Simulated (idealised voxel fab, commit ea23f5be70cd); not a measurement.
Process module in this document: voxel self aligned vias
Each square cell in cross-section cut measures 5 nm, and the section as a whole is 165 nm wide.
This document writes a cross-section as a grid whose cells are square, and gives it as bands, listed from the top down; one or more rows of cells form a band. This entry defines a band. It first specifies the height of the band's top and the height of its bottom in nm, and then specifies the band's materials from left to right, stating each material with its width in nm. The word "throughout" identifies a single material that fills the band from edge to edge, while the word "blank" identifies empty space. All heights in this document are referenced to 0, defined as the level beneath which the wafer, as received, consists entirely of one material. The lowest band is not bounded below; it extends indefinitely downward and is written in the form "0 down". It should be noted that a width expressed as "30->40" varies in equal increments from row to row of cells within the band, taking the value of the first number at the top row and that of the second number at the bottom row. For the purposes of this document, the phrase "all unchanged" attached to a step denotes that no cell within the cross-section was modified by that step. "Enclosed void inventory" enumerates empty spaces isolated from the top, with no open way to it, that contain at least 8 cells, giving each as width x height at distance from the left edge, all three in nm. On each step's line, the part that comes after the settings is the simulator's own comment on the step. Among the settings permitted on a step's line is "overlay nm"; applied to a step with a mask, it specifies the extent to which the mask lay to the right of its planned position, whereas a negative figure signifies a position to the left. Heads up before you read on: it's before/after pairs around one process step each, after side only down to the lowest band that changed, step plus settings under the pair. Pairs can be from different runs of this module, same starting wafer, so only chain a pair onto the one above if its "Structure before processing" entry says so.
-- Structure before processing
	70 to 65 = Cu throughout
	65 to 60 = TiN 45 nm, Cu 20 nm, TiN 100 nm
	60 to 45 = SiO2 40 nm, TiN 5 nm, Cu 20 nm, TiN 5 nm, SiO2 95 nm
	45 to 40 = SiO2 40 nm, TiN 10 nm, Cu 10 nm, TiN 10 nm, SiO2 95 nm
	40 to 35 = SiO2 45 nm, TiN 20 nm, SiO2 35 nm, SiN 20 nm, SiO2 45 nm
	35 to 25 = SiO2 45 nm, TiN 5 nm, Ru 10 nm, TiN 5 nm, SiO2 35 nm, TiN 5 nm, Ru 10 nm, TiN 5 nm, SiO2 45 nm
	25 to 20 = SiO2 45 nm, TiN 20 nm, SiO2 35 nm, TiN 20 nm, SiO2 45 nm
	20 to 15 = SiCN throughout
	15 to 0 = SiO2 throughout
	0 down = Si throughout
	Enclosed void inventory: none
-- Post-Step Cross-Section
	55 to 45 = SiO2 40 nm, TiN 5 nm, Cu 20 nm, TiN 5 nm, SiO2 95 nm
	Below a height of 45, the structure has not been altered.
	Enclosed void inventory: none
Can you name the step between the two cross-sections above? It is CMP,height nm 55
Structure before processing: identical to the post-step cross-section of the immediately preceding pair.
-- Post-Step Cross-Section
	60 to 55 = SiCN throughout
	Below a height of 55, the structure has not been altered.
	Enclosed void inventory: none
Can you name the step between the two cross-sections above? It is CONFORMAL_DEP,material SiCN,thk nm 5
-- Structure before processing
	70 to 60 = aC throughout
	60 to 40 = SiO2 throughout
	40 to 35 = SiO2 45 nm, SiN 20 nm, SiO2 35 nm, SiN 20 nm, SiO2 45 nm
	35 to 25 = SiO2 45 nm, TiN 5 nm, Ru 10 nm, TiN 5 nm, SiO2 35 nm, TiN 5 nm, Ru 10 nm, TiN 5 nm, SiO2 45 nm
	25 to 20 = SiO2 45 nm, TiN 20 nm, SiO2 35 nm, TiN 20 nm, SiO2 45 nm
	20 to 15 = SiCN throughout
	15 to 0 = SiO2 throughout
	0 down = Si throughout
	Enclosed void inventory: none
-- Post-Step Cross-Section
	100 to 70 = resist 40 nm, blank 35 nm, resist 90 nm
	Below a height of 70, the structure has not been altered.
	Enclosed void inventory: none
Can you name the step between the two cross-sections above? It is PATTERN,tone open,mask id VIAS,material resist,width nm 35,thk nm 30,overlay nm 0
Structure before processing: identical to the post-step cross-section of the immediately preceding pair.
-- Post-Step Cross-Section
	90 to 70 = resist 40 nm, blank 35 nm, resist 90 nm
	70 to 60 = aC 40 nm, blank 35 nm, aC 90 nm
	Below a height of 60, the structure has not been altered.
	Enclosed void inventory: none
Can you name the step between the two cross-sections above? It is DIRECTIONAL_ETCH,etch materials aC,depth nm 10
Structure before processing: identical to the post-step cross-section of the immediately preceding pair.
-- Post-Step Cross-Section
	70 to 60 = aC 40 nm, blank 35 nm, aC 90 nm
	Below a height of 60, the structure has not been altered.
	Enclosed void inventory: none
Can you name the step between the two cross-sections above? It is STRIP,etch materials resist
Structure before processing: identical to the post-step cross-section of the immediately preceding pair.
-- Post-Step Cross-Section
	70 to 60 = aC 40 nm, blank 35 nm, aC 90 nm
	60 to 40 = SiO2 40 nm, blank 35 nm, SiO2 90 nm
	Below a height of 40, the structure has not been altered.
	Enclosed void inventory: none
Can you name the step between the two cross-sections above? It is DIRECTIONAL_ETCH,etch materials SiO2,depth nm 20
Structure before processing: identical to the post-step cross-section of the immediately preceding pair.
-- Post-Step Cross-Section
	70 to 60 = aC 40 nm, blank 35 nm, aC 90 nm
	60 to 40 = SiO2 40 nm, blank 35 nm, SiO2 90 nm
	40 to 35 = SiO2 45 nm, blank 20 nm, SiO2 35 nm, SiN 20 nm, SiO2 45 nm
	Below a height of 35, the structure has not been altered.
	Enclosed void inventory: none
Can you name the step between the two cross-sections above? It is DIRECTIONAL_ETCH,etch materials SiN,depth nm 5
Structure before processing: identical to the post-step cross-section of the immediately preceding pair.
-- Post-Step Cross-Section
	60 to 40 = SiO2 40 nm, blank 35 nm, SiO2 90 nm
	Below a height of 40, the structure has not been altered.
	Enclosed void inventory: none
Can you name the step between the two cross-sections above? It is STRIP,etch materials aC
Structure before processing: identical to the post-step cross-section of the immediately preceding pair.
-- Post-Step Cross-Section
	65 to 60 = TiN 45 nm, blank 25 nm, TiN 95 nm
	60 to 45 = SiO2 40 nm, TiN 5 nm, blank 25 nm, TiN 5 nm, SiO2 90 nm
	45 to 40 = SiO2 40 nm, TiN 10 nm, blank 10 nm, TiN 15 nm, SiO2 90 nm
	40 to 35 = SiO2 45 nm, TiN 20 nm, SiO2 35 nm, SiN 20 nm, SiO2 45 nm
	Below a height of 35, the structure has not been altered.
	Enclosed void inventory: none
Can you name the step between the two cross-sections above? It is CONFORMAL_DEP,material TiN,thk nm 5
Structure before processing: identical to the post-step cross-section of the immediately preceding pair.
-- Post-Step Cross-Section
	70 to 65 = Cu throughout
	65 to 60 = TiN 45 nm, Cu 25 nm, TiN 95 nm
	60 to 45 = SiO2 40 nm, TiN 5 nm, Cu 25 nm, TiN 5 nm, SiO2 90 nm
	45 to 40 = SiO2 40 nm, TiN 10 nm, Cu 10 nm, TiN 15 nm, SiO2 90 nm
	Below a height of 40, the structure has not been altered.
	Enclosed void inventory: none
Can you name the step between the two cross-sections above? It is FILL_DEP,material Cu,thk nm 5
Structure before processing: identical to the post-step cross-section of the immediately preceding pair.
-- Post-Step Cross-Section
	60 to 45 = SiO2 40 nm, TiN 5 nm, Cu 25 nm, TiN 5 nm, SiO2 90 nm
	Below a height of 45, the structure has not been altered.
	Enclosed void inventory: none
Can you name the step between the two cross-sections above? It is CMP,height nm 60
Structure before processing: identical to the post-step cross-section of the immediately preceding pair.
-- Post-Step Cross-Section
	65 to 60 = SiCN throughout
	Below a height of 60, the structure has not been altered.
	Enclosed void inventory: none
Can you name the step between the two cross-sections above? It is CONFORMAL_DEP,material SiCN,thk nm 5
-- Structure before processing
	40 to 20 = SiO2 throughout
	20 to 15 = SiCN throughout
	15 to 0 = SiO2 throughout
	0 down = Si throughout
	Enclosed void inventory: none
-- Post-Step Cross-Section
	40 to 20 = SiO2 50 nm, blank 20 nm, SiO2 35 nm, blank 20 nm, SiO2 40 nm
	Below a height of 20, the structure has not been altered.
	Enclosed void inventory: none
Can you name the step between the two cross-sections above? It is MASKED_ETCH,tone open,mask id LINES,width nm 20,pitch nm 55,etch materials SiO2,depth nm 20,overlay nm 5
Structure before processing: identical to the post-step cross-section of the immediately preceding pair.
-- Post-Step Cross-Section
	45 to 40 = TiN 55 nm, blank 10 nm, TiN 45 nm, blank 10 nm, TiN 45 nm
	40 to 25 = SiO2 50 nm, TiN 5 nm, blank 10 nm, TiN 5 nm, SiO2 35 nm, TiN 5 nm, blank 10 nm, TiN 5 nm, SiO2 40 nm
	25 to 20 = SiO2 50 nm, TiN 20 nm, SiO2 35 nm, TiN 20 nm, SiO2 40 nm
	Below a height of 20, the structure has not been altered.
	Enclosed void inventory: none
Can you name the step between the two cross-sections above? It is CONFORMAL_DEP,material TiN,thk nm 5
Structure before processing: identical to the post-step cross-section of the immediately preceding pair.
-- Post-Step Cross-Section
	50 to 45 = Ru throughout
	45 to 40 = TiN 55 nm, Ru 10 nm, TiN 45 nm, Ru 10 nm, TiN 45 nm
	40 to 25 = SiO2 50 nm, TiN 5 nm, Ru 10 nm, TiN 5 nm, SiO2 35 nm, TiN 5 nm, Ru 10 nm, TiN 5 nm, SiO2 40 nm
	Below a height of 25, the structure has not been altered.
	Enclosed void inventory: none
Can you name the step between the two cross-sections above? It is FILL_DEP,material Ru,thk nm 5
Structure before processing: identical to the post-step cross-section of the immediately preceding pair.
-- Post-Step Cross-Section
	40 to 25 = SiO2 50 nm, TiN 5 nm, Ru 10 nm, TiN 5 nm, SiO2 35 nm, TiN 5 nm, Ru 10 nm, TiN 5 nm, SiO2 40 nm
	Below a height of 25, the structure has not been altered.
	Enclosed void inventory: none
Can you name the step between the two cross-sections above? It is CMP,height nm 40
Structure before processing: identical to the post-step cross-section of the immediately preceding pair.
-- Post-Step Cross-Section
	40 to 35 = SiO2 50 nm, blank 20 nm, SiO2 35 nm, blank 20 nm, SiO2 40 nm
	Below a height of 35, the structure has not been altered.
	Enclosed void inventory: none
Can you name the step between the two cross-sections above? It is SELECTIVE_ETCH,etch materials W Ru TiN,depth nm 5
Structure before processing: identical to the post-step cross-section of the immediately preceding pair.
-- Post-Step Cross-Section
	50 to 40 = SiN throughout
	40 to 35 = SiO2 50 nm, SiN 20 nm, SiO2 35 nm, SiN 20 nm, SiO2 40 nm
	Below a height of 35, the structure has not been altered.
	Enclosed void inventory: none
Can you name the step between the two cross-sections above? It is FILL_DEP,material SiN,thk nm 10
Structure before processing: identical to the post-step cross-section of the immediately preceding pair.
-- Post-Step Cross-Section
	40 to 35 = SiO2 50 nm, SiN 20 nm, SiO2 35 nm, SiN 20 nm, SiO2 40 nm
	Below a height of 35, the structure has not been altered.
	Enclosed void inventory: none
Can you name the step between the two cross-sections above? It is CMP,height nm 40
Structure before processing: identical to the post-step cross-section of the immediately preceding pair.
-- Post-Step Cross-Section
	60 to 40 = SiO2 throughout
	Below a height of 40, the structure has not been altered.
	Enclosed void inventory: none
Can you name the step between the two cross-sections above? It is DIRECTIONAL_DEP,material SiO2,thk nm 20
Structure before processing: identical to the post-step cross-section of the immediately preceding pair.
-- Post-Step Cross-Section
	70 to 60 = aC throughout
	Below a height of 60, the structure has not been altered.
	Enclosed void inventory: none
Can you name the step between the two cross-sections above? It is DIRECTIONAL_DEP,material aC,thk nm 10
Structure before processing: identical to the post-step cross-section of the immediately preceding pair.
-- Post-Step Cross-Section
	100 to 70 = resist 40 nm, blank 30 nm, resist 95 nm
	Below a height of 70, the structure has not been altered.
	Enclosed void inventory: none
Can you name the step between the two cross-sections above? It is PATTERN,tone open,mask id VIAS,material resist,width nm 30,thk nm 30,overlay nm 0
Structure before processing: identical to the post-step cross-section of the immediately preceding pair.
-- Post-Step Cross-Section
	90 to 70 = resist 40 nm, blank 30 nm, resist 95 nm
	70 to 60 = aC 40 nm, blank 30 nm, aC 95 nm
	Below a height of 60, the structure has not been altered.
	Enclosed void inventory: none
Can you name the step between the two cross-sections above? It is DIRECTIONAL_ETCH,etch materials aC,depth nm 10
Structure before processing: identical to the post-step cross-section of the immediately preceding pair.
-- Post-Step Cross-Section
	70 to 60 = aC 40 nm, blank 30 nm, aC 95 nm
	Below a height of 60, the structure has not been altered.
	Enclosed void inventory: none
Can you name the step between the two cross-sections above? It is STRIP,etch materials resist
Structure before processing: identical to the post-step cross-section of the immediately preceding pair.
-- Post-Step Cross-Section
	70 to 60 = aC 40 nm, blank 30 nm, aC 95 nm
	60 to 40 = SiO2 40 nm, blank 30 nm, SiO2 95 nm
	Below a height of 40, the structure has not been altered.
	Enclosed void inventory: none
Can you name the step between the two cross-sections above? It is DIRECTIONAL_ETCH,etch materials SiO2,depth nm 20
Structure before processing: identical to the post-step cross-section of the immediately preceding pair.
-- Post-Step Cross-Section
	70 to 60 = aC 40 nm, blank 30 nm, aC 95 nm
	60 to 40 = SiO2 40 nm, blank 30 nm, SiO2 95 nm
	40 to 35 = SiO2 50 nm, blank 20 nm, SiO2 35 nm, SiN 20 nm, SiO2 40 nm
	Below a height of 35, the structure has not been altered.
	Enclosed void inventory: none
Can you name the step between the two cross-sections above? It is DIRECTIONAL_ETCH,etch materials SiN,depth nm 5
Structure before processing: identical to the post-step cross-section of the immediately preceding pair.
-- Post-Step Cross-Section
	60 to 40 = SiO2 40 nm, blank 30 nm, SiO2 95 nm
	Below a height of 40, the structure has not been altered.
	Enclosed void inventory: none
Can you name the step between the two cross-sections above? It is STRIP,etch materials aC
Structure before processing: identical to the post-step cross-section of the immediately preceding pair.
-- Post-Step Cross-Section
	65 to 60 = TiN 45 nm, blank 20 nm, TiN 100 nm
	60 to 45 = SiO2 40 nm, TiN 5 nm, blank 20 nm, TiN 5 nm, SiO2 95 nm
	45 to 40 = SiO2 40 nm, TiN 15 nm, blank 10 nm, TiN 5 nm, SiO2 95 nm
	40 to 35 = SiO2 50 nm, TiN 20 nm, SiO2 35 nm, SiN 20 nm, SiO2 40 nm
	Below a height of 35, the structure has not been altered.
	Enclosed void inventory: none
Can you name the step between the two cross-sections above? It is CONFORMAL_DEP,material TiN,thk nm 5
Structure before processing: identical to the post-step cross-section of the immediately preceding pair.
-- Post-Step Cross-Section
	70 to 65 = Cu throughout
	65 to 60 = TiN 45 nm, Cu 20 nm, TiN 100 nm
	60 to 45 = SiO2 40 nm, TiN 5 nm, Cu 20 nm, TiN 5 nm, SiO2 95 nm
	45 to 40 = SiO2 40 nm, TiN 15 nm, Cu 10 nm, TiN 5 nm, SiO2 95 nm
	Below a height of 40, the structure has not been altered.
	Enclosed void inventory: none
Can you name the step between the two cross-sections above? It is FILL_DEP,material Cu,thk nm 5
Structure before processing: identical to the post-step cross-section of the immediately preceding pair.
-- Post-Step Cross-Section
	60 to 45 = SiO2 40 nm, TiN 5 nm, Cu 20 nm, TiN 5 nm, SiO2 95 nm
	Below a height of 45, the structure has not been altered.
	Enclosed void inventory: none
Can you name the step between the two cross-sections above? It is CMP,height nm 60
Structure before processing: identical to the post-step cross-section of the immediately preceding pair.
-- Post-Step Cross-Section
	65 to 60 = SiCN throughout
	Below a height of 60, the structure has not been altered.
	Enclosed void inventory: none
Can you name the step between the two cross-sections above? It is CONFORMAL_DEP,material SiCN,thk nm 5
-- Structure before processing
	60 to 40 = SiO2 40 nm, blank 30 nm, SiO2 95 nm
	40 to 35 = SiO2 45 nm, blank 20 nm, SiO2 35 nm, SiN 20 nm, SiO2 45 nm
	35 to 25 = SiO2 45 nm, TiN 5 nm, Ru 10 nm, TiN 5 nm, SiO2 35 nm, TiN 5 nm, Ru 10 nm, TiN 5 nm, SiO2 45 nm
	25 to 20 = SiO2 45 nm, TiN 20 nm, SiO2 35 nm, TiN 20 nm, SiO2 45 nm
	20 to 15 = SiCN throughout
	15 to 0 = SiO2 throughout
	0 down = Si throughout
	Enclosed void inventory: none
-- Post-Step Cross-Section
	65 to 60 = SiCN 45 nm, blank 20 nm, SiCN 100 nm
	60 to 45 = SiO2 40 nm, SiCN 5 nm, blank 20 nm, SiCN 5 nm, SiO2 95 nm
	45 to 40 = SiO2 40 nm, SiCN 10 nm, blank 10 nm, SiCN 10 nm, SiO2 95 nm
	40 to 35 = SiO2 45 nm, SiCN 20 nm, SiO2 35 nm, SiN 20 nm, SiO2 45 nm
	Below a height of 35, the structure has not been altered.
	Enclosed void inventory: none
Can you name the step between the two cross-sections above? It is CONFORMAL_DEP,material SiCN,thk nm 5
Structure before processing: identical to the post-step cross-section of the immediately preceding pair.
-- Post-Step Cross-Section
	70 to 65 = Cu throughout
	65 to 60 = SiCN 45 nm, Cu 20 nm, SiCN 100 nm
	60 to 45 = SiO2 40 nm, SiCN 5 nm, Cu 20 nm, SiCN 5 nm, SiO2 95 nm
	45 to 40 = SiO2 40 nm, SiCN 10 nm, Cu 10 nm, SiCN 10 nm, SiO2 95 nm
	Below a height of 40, the structure has not been altered.
	Enclosed void inventory: none
Can you name the step between the two cross-sections above? It is FILL_DEP,material Cu,thk nm 5
Structure before processing: identical to the post-step cross-section of the immediately preceding pair.
-- Post-Step Cross-Section
	60 to 45 = SiO2 40 nm, SiCN 5 nm, Cu 20 nm, SiCN 5 nm, SiO2 95 nm
	Below a height of 45, the structure has not been altered.
	Enclosed void inventory: none
Can you name the step between the two cross-sections above? It is CMP,height nm 60
Structure before processing: identical to the post-step cross-section of the immediately preceding pair.
-- Post-Step Cross-Section
	65 to 60 = SiCN throughout
	Below a height of 60, the structure has not been altered.
	Enclosed void inventory: none
Can you name the step between the two cross-sections above? It is CONFORMAL_DEP,material SiCN,thk nm 5
-- Structure before processing
	70 to 60 = aC throughout
	60 to 40 = SiO2 throughout
	40 to 35 = SiO2 45 nm, SiN 20 nm, SiO2 35 nm, SiN 20 nm, SiO2 45 nm
	35 to 25 = SiO2 45 nm, TiN 5 nm, Ru 10 nm, TiN 5 nm, SiO2 35 nm, TiN 5 nm, Ru 10 nm, TiN 5 nm, SiO2 45 nm
	25 to 20 = SiO2 45 nm, TiN 20 nm, SiO2 35 nm, TiN 20 nm, SiO2 45 nm
	20 to 15 = SiCN throughout
	15 to 0 = SiO2 throughout
	0 down = Si throughout
	Enclosed void inventory: none
-- Post-Step Cross-Section
	100 to 70 = blank 40 nm, resist 30 nm, blank 95 nm
	Below a height of 70, the structure has not been altered.
	Enclosed void inventory: none
Can you name the step between the two cross-sections above? It is PATTERN,tone cover,mask id VIAS,material resist,width nm 30,thk nm 30,overlay nm 0
Structure before processing: identical to the post-step cross-section of the immediately preceding pair.
-- Post-Step Cross-Section
	90 to 70 = blank 40 nm, resist 30 nm, blank 95 nm
	70 to 60 = blank 40 nm, aC 30 nm, blank 95 nm
	Below a height of 60, the structure has not been altered.
	Enclosed void inventory: none
Can you name the step between the two cross-sections above? It is DIRECTIONAL_ETCH,etch materials aC,depth nm 10
Structure before processing: identical to the post-step cross-section of the immediately preceding pair.
-- Post-Step Cross-Section
	70 to 60 = blank 40 nm, aC 30 nm, blank 95 nm
	Below a height of 60, the structure has not been altered.
	Enclosed void inventory: none
Can you name the step between the two cross-sections above? It is STRIP,etch materials resist
Structure before processing: identical to the post-step cross-section of the immediately preceding pair.
-- Post-Step Cross-Section
	70 to 60 = blank 40 nm, aC 30 nm, blank 95 nm
	60 to 40 = blank 40 nm, SiO2 30 nm, blank 95 nm
	Below a height of 40, the structure has not been altered.
	Enclosed void inventory: none
Can you name the step between the two cross-sections above? It is DIRECTIONAL_ETCH,etch materials SiO2,depth nm 20
Structure before processing: identical to the post-step cross-section of the immediately preceding pair.
-- Post-Step Cross-Section
	70 to 60 = blank 40 nm, aC 30 nm, blank 95 nm
	60 to 40 = blank 40 nm, SiO2 30 nm, blank 95 nm
	40 to 35 = SiO2 45 nm, SiN 20 nm, SiO2 35 nm, blank 20 nm, SiO2 45 nm
	Below a height of 35, the structure has not been altered.
	Enclosed void inventory: none
Can you name the step between the two cross-sections above? It is DIRECTIONAL_ETCH,etch materials SiN,depth nm 5
Structure before processing: identical to the post-step cross-section of the immediately preceding pair.
-- Post-Step Cross-Section
	60 to 40 = blank 40 nm, SiO2 30 nm, blank 95 nm
	Below a height of 40, the structure has not been altered.
	Enclosed void inventory: none
Can you name the step between the two cross-sections above? It is STRIP,etch materials aC
Structure before processing: identical to the post-step cross-section of the immediately preceding pair.
-- Post-Step Cross-Section
	65 to 60 = blank 35 nm, TiN 40 nm, blank 90 nm
	60 to 45 = blank 35 nm, TiN 5 nm, SiO2 30 nm, TiN 5 nm, blank 90 nm
	45 to 40 = TiN 40 nm, SiO2 30 nm, TiN 35 nm, blank 10 nm, TiN 50 nm
	40 to 35 = SiO2 45 nm, SiN 20 nm, SiO2 35 nm, TiN 20 nm, SiO2 45 nm
	Below a height of 35, the structure has not been altered.
	Enclosed void inventory: none
Can you name the step between the two cross-sections above? It is CONFORMAL_DEP,material TiN,thk nm 5
Structure before processing: identical to the post-step cross-section of the immediately preceding pair.
-- Post-Step Cross-Section
	70 to 65 = Cu throughout
	65 to 60 = Cu 35 nm, TiN 40 nm, Cu 90 nm
	60 to 45 = Cu 35 nm, TiN 5 nm, SiO2 30 nm, TiN 5 nm, Cu 90 nm
	45 to 40 = TiN 40 nm, SiO2 30 nm, TiN 35 nm, Cu 10 nm, TiN 50 nm
	Below a height of 40, the structure has not been altered.
	Enclosed void inventory: none
Can you name the step between the two cross-sections above? It is FILL_DEP,material Cu,thk nm 5
Structure before processing: identical to the post-step cross-section of the immediately preceding pair.
-- Post-Step Cross-Section
	60 to 45 = Cu 35 nm, TiN 5 nm, SiO2 30 nm, TiN 5 nm, Cu 90 nm
	Below a height of 45, the structure has not been altered.
	Enclosed void inventory: none
Can you name the step between the two cross-sections above? It is CMP,height nm 60
Structure before processing: identical to the post-step cross-section of the immediately preceding pair.
-- Post-Step Cross-Section
	65 to 60 = SiCN throughout
	Below a height of 60, the structure has not been altered.
	Enclosed void inventory: none
Can you name the step between the two cross-sections above? It is CONFORMAL_DEP,material SiCN,thk nm 5
